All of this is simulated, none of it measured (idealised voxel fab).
Process module name: voxel gate over fins
This is section cut - it's 220 nm across, gridded in 5 nm square cells.
Square cells in a grid make up a cross-section in this document, and the grid is given as bands, listed from the top down, each one or more rows of cells.
The entry gives the band's vertical extent as a top height and a bottom height in nm, then its horizontal make-up as materials from left to right, each with a width in nm. "air" stands for empty space; a single material marked "edge to edge" fills the band edge to edge.
Height 0 is the level under which the wafer as received is all one material. The lowest band goes on downwards, as in "from 0 down".
Think of "30->40" as a width that walks from the first number to the second as you go down the band, top row to bottom row, taking equal-sized steps from row to row.
Step marked "identical to before"? Then no cell in the cross-section changed in it.
"Closed voids list": empty spaces of 8 cells or more with no open way to the top, each given as width x height at distance, distance from the left edge, all in nm.
Heads up: the bit after the settings on a step's line is the simulator's remark on that step.
On any step carrying a mask, the "overlay nm" setting, if present on the step's line, tells how far right of its planned place the mask lay; negative values point to the left.
### Set out below are the planned steps of the process
- 1: RECEIVE, material Si
- 2: CONFORMAL_DEP, material SiN, thk nm 5
- 3: MASKED_ETCH, tone cover, mask id FINS, width nm 15, pitch nm 45, etch materials SiN, depth nm 5, overlay nm 0
- 4: MASKED_ETCH, tone cover, mask id FINS, width nm 15, pitch nm 45, etch materials Si, depth nm 30, overlay nm 0
- 5: FILL_DEP, material SiO2, thk nm 15
- 6: CMP, height nm 5
- 7: SELECTIVE_ETCH, etch materials SiO2, depth nm 20
- 8: STRIP, etch materials SiN
- 9: CONFORMAL_DEP, material HfO2, thk nm 5
- 10: CONFORMAL_DEP, material TiN, thk nm 5
- 11: FILL_DEP, material W, thk nm 15
- 12: CMP, height nm 20
- 13: CONFORMAL_DEP, material SiN, thk nm 5
### The first wafer of two, processed as planned
### Cross-section of the wafer at receipt, which is the condition after step 1
> from 0 down | Si edge to edge
> Closed voids list: none
### After step 2, in cross-section
> from 5 to 0 | SiN edge to edge
> below 0: unchanged
### After step 3, in cross-section
> from 5 to 0 | 35 air, 15 SiN, 30 air, 15 SiN, 30 air, 15 SiN, 30 air, 15 SiN, 35 air
> below 0: unchanged
### After step 4, in cross-section
> from 5 to 0 | 35 air, 15 SiN, 30 air, 15 SiN, 30 air, 15 SiN, 30 air, 15 SiN, 35 air
> from 0 to -30 | 35 air, 15 Si, 30 air, 15 Si, 30 air, 15 Si, 30 air, 15 Si, 35 air
> below -30: unchanged
### After step 5, in cross-section
> from 20 to 5 | SiO2 edge to edge
> from 5 to 0 | 35 SiO2, 15 SiN, 30 SiO2, 15 SiN, 30 SiO2, 15 SiN, 30 SiO2, 15 SiN, 35 SiO2
> from 0 to -30 | 35 SiO2, 15 Si, 30 SiO2, 15 Si, 30 SiO2, 15 Si, 30 SiO2, 15 Si, 35 SiO2
> below -30: unchanged
### After step 6, in cross-section
> from 5 to 0 | 35 SiO2, 15 SiN, 30 SiO2, 15 SiN, 30 SiO2, 15 SiN, 30 SiO2, 15 SiN, 35 SiO2
> below 0: unchanged
### After step 7, in cross-section
> from 5 to 0 | 35 air, 15 SiN, 30 air, 15 SiN, 30 air, 15 SiN, 30 air, 15 SiN, 35 air
> from 0 to -15 | 35 air, 15 Si, 30 air, 15 Si, 30 air, 15 Si, 30 air, 15 Si, 35 air
> below -15: unchanged
### After step 8, in cross-section
> from 0 to -15 | 35 air, 15 Si, 30 air, 15 Si, 30 air, 15 Si, 30 air, 15 Si, 35 air
> below -15: unchanged
### After step 9, in cross-section
> from 5 to 0 | 30 air, 25 HfO2, 20 air, 25 HfO2, 20 air, 25 HfO2, 20 air, 25 HfO2, 30 air
> from 0 to -10 | 30 air, 5 HfO2, 15 Si, 5 HfO2, 20 air, 5 HfO2, 15 Si, 5 HfO2, 20 air, 5 HfO2, 15 Si, 5 HfO2, 20 air, 5 HfO2, 15 Si, 5 HfO2, 30 air
> from -10 to -15 | 35 HfO2, 15 Si, 30 HfO2, 15 Si, 30 HfO2, 15 Si, 30 HfO2, 15 Si, 35 HfO2
> below -15: unchanged
### After step 10, in cross-section
> from 10 to 5 | 25 air, 35 TiN, 10 air, 35 TiN, 10 air, 35 TiN, 10 air, 35 TiN, 25 air
> from 5 to 0 | 25 air, 5 TiN, 25 HfO2, 5 TiN, 10 air, 5 TiN, 25 HfO2, 5 TiN, 10 air, 5 TiN, 25 HfO2, 5 TiN, 10 air, 5 TiN, 25 HfO2, 5 TiN, 25 air
> from 0 to -5 | 25 air, 5 TiN, 5 HfO2, 15 Si, 5 HfO2, 5 TiN, 10 air, 5 TiN, 5 HfO2, 15 Si, 5 HfO2, 5 TiN, 10 air, 5 TiN, 5 HfO2, 15 Si, 5 HfO2, 5 TiN, 10 air, 5 TiN, 5 HfO2, 15 Si, 5 HfO2, 5 TiN, 25 air
> from -5 to -10 | 30 TiN, 5 HfO2, 15 Si, 5 HfO2, 20 TiN, 5 HfO2, 15 Si, 5 HfO2, 20 TiN, 5 HfO2, 15 Si, 5 HfO2, 20 TiN, 5 HfO2, 15 Si, 5 HfO2, 30 TiN
> below -10: unchanged
### After step 11, in cross-section
> from 25 to 10 | W edge to edge
> from 10 to 5 | 25 W, 35 TiN, 10 W, 35 TiN, 10 W, 35 TiN, 10 W, 35 TiN, 25 W
> from 5 to 0 | 25 W, 5 TiN, 25 HfO2, 5 TiN, 10 W, 5 TiN, 25 HfO2, 5 TiN, 10 W, 5 TiN, 25 HfO2, 5 TiN, 10 W, 5 TiN, 25 HfO2, 5 TiN, 25 W
> from 0 to -5 | 25 W, 5 TiN, 5 HfO2, 15 Si, 5 HfO2, 5 TiN, 10 W, 5 TiN, 5 HfO2, 15 Si, 5 HfO2, 5 TiN, 10 W, 5 TiN, 5 HfO2, 15 Si, 5 HfO2, 5 TiN, 10 W, 5 TiN, 5 HfO2, 15 Si, 5 HfO2, 5 TiN, 25 W
> below -5: unchanged
### After step 12, in cross-section
> from 20 to 10 | W edge to edge
> below 10: unchanged
### After step 13, in cross-section
> from 25 to 20 | SiN edge to edge
> below 20: unchanged
### Wafer two. Identical start, identical plan. One mistake in execution. Identical history through step 6
### Second wafer shown in cross-section at the time step 7 was slated to end
> from 5 to 0 | 35 SiO2, 15 air, 30 SiO2, 15 air, 30 SiO2, 15 air, 30 SiO2, 15 air, 35 SiO2
> below 0: unchanged
### Second wafer shown in cross-section at the time step 8 was slated to end
> from 0 to -15 | 35 air, 15 Si, 30 air, 15 Si, 30 air, 15 Si, 30 air, 15 Si, 35 air
> from -15 to -20 | 15 SiO2, 20 air, 15 Si, 30 air, 15 Si, 30 air, 15 Si, 30 air, 15 Si, 20 air, 15 SiO2
> below -20: unchanged
### Second wafer shown in cross-section at the time step 9 was slated to end
> from 5 to 0 | 30 air, 25 HfO2, 20 air, 25 HfO2, 20 air, 25 HfO2, 20 air, 25 HfO2, 30 air
> from 0 to -10 | 30 air, 5 HfO2, 15 Si, 5 HfO2, 20 air, 5 HfO2, 15 Si, 5 HfO2, 20 air, 5 HfO2, 15 Si, 5 HfO2, 20 air, 5 HfO2, 15 Si, 5 HfO2, 30 air
> from -10 to -15 | 20 HfO2, 10 air, 5 HfO2, 15 Si, 5 HfO2, 20 air, 5 HfO2, 15 Si, 5 HfO2, 20 air, 5 HfO2, 15 Si, 5 HfO2, 20 air, 5 HfO2, 15 Si, 5 HfO2, 10 air, 20 HfO2
> from -15 to -20 | 15 SiO2, 20 HfO2, 15 Si, 30 HfO2, 15 Si, 30 HfO2, 15 Si, 30 HfO2, 15 Si, 20 HfO2, 15 SiO2
> below -20: unchanged
### Second wafer shown in cross-section at the time step 10 was slated to end
> from 10 to 5 | 25 air, 35 TiN, 10 air, 35 TiN, 10 air, 35 TiN, 10 air, 35 TiN, 25 air
> from 5 to 0 | 25 air, 5 TiN, 25 HfO2, 5 TiN, 10 air, 5 TiN, 25 HfO2, 5 TiN, 10 air, 5 TiN, 25 HfO2, 5 TiN, 10 air, 5 TiN, 25 HfO2, 5 TiN, 25 air
> from 0 to -5 | 25 air, 5 TiN, 5 HfO2, 15 Si, 5 HfO2, 5 TiN, 10 air, 5 TiN, 5 HfO2, 15 Si, 5 HfO2, 5 TiN, 10 air, 5 TiN, 5 HfO2, 15 Si, 5 HfO2, 5 TiN, 10 air, 5 TiN, 5 HfO2, 15 Si, 5 HfO2, 5 TiN, 25 air
> from -5 to -10 | 30 TiN, 5 HfO2, 15 Si, 5 HfO2, 5 TiN, 10 air, 5 TiN, 5 HfO2, 15 Si, 5 HfO2, 5 TiN, 10 air, 5 TiN, 5 HfO2, 15 Si, 5 HfO2, 5 TiN, 10 air, 5 TiN, 5 HfO2, 15 Si, 5 HfO2, 30 TiN
> from -10 to -15 | 20 HfO2, 10 TiN, 5 HfO2, 15 Si, 5 HfO2, 20 TiN, 5 HfO2, 15 Si, 5 HfO2, 20 TiN, 5 HfO2, 15 Si, 5 HfO2, 20 TiN, 5 HfO2, 15 Si, 5 HfO2, 10 TiN, 20 HfO2
> below -15: unchanged
### Second wafer shown in cross-section at the time step 11 was slated to end
> from 25 to 10 | W edge to edge
> from 10 to 5 | 25 W, 35 TiN, 10 W, 35 TiN, 10 W, 35 TiN, 10 W, 35 TiN, 25 W
> from 5 to 0 | 25 W, 5 TiN, 25 HfO2, 5 TiN, 10 W, 5 TiN, 25 HfO2, 5 TiN, 10 W, 5 TiN, 25 HfO2, 5 TiN, 10 W, 5 TiN, 25 HfO2, 5 TiN, 25 W
> from 0 to -5 | 25 W, 5 TiN, 5 HfO2, 15 Si, 5 HfO2, 5 TiN, 10 W, 5 TiN, 5 HfO2, 15 Si, 5 HfO2, 5 TiN, 10 W, 5 TiN, 5 HfO2, 15 Si, 5 HfO2, 5 TiN, 10 W, 5 TiN, 5 HfO2, 15 Si, 5 HfO2, 5 TiN, 25 W
> from -5 to -10 | 30 TiN, 5 HfO2, 15 Si, 5 HfO2, 5 TiN, 10 W, 5 TiN, 5 HfO2, 15 Si, 5 HfO2, 5 TiN, 10 W, 5 TiN, 5 HfO2, 15 Si, 5 HfO2, 5 TiN, 10 W, 5 TiN, 5 HfO2, 15 Si, 5 HfO2, 30 TiN
> below -10: unchanged
### Second wafer shown in cross-section at the time step 12 was slated to end
> from 20 to 10 | W edge to edge
> below 10: unchanged
### Second wafer shown in cross-section at the time step 13 was slated to end
> from 25 to 20 | SiN edge to edge
> below 20: unchanged
What was done differently from what was planned? the executed order of steps 7 and 8 is the reverse of that specified in the plan, each step having taken the other's position
At the finish, the second wafer shows more or fewer cells for some materials than the first does: 10 more of HfO2 | 26 fewer of SiO2 | 10 more of TiN | 6 more of W
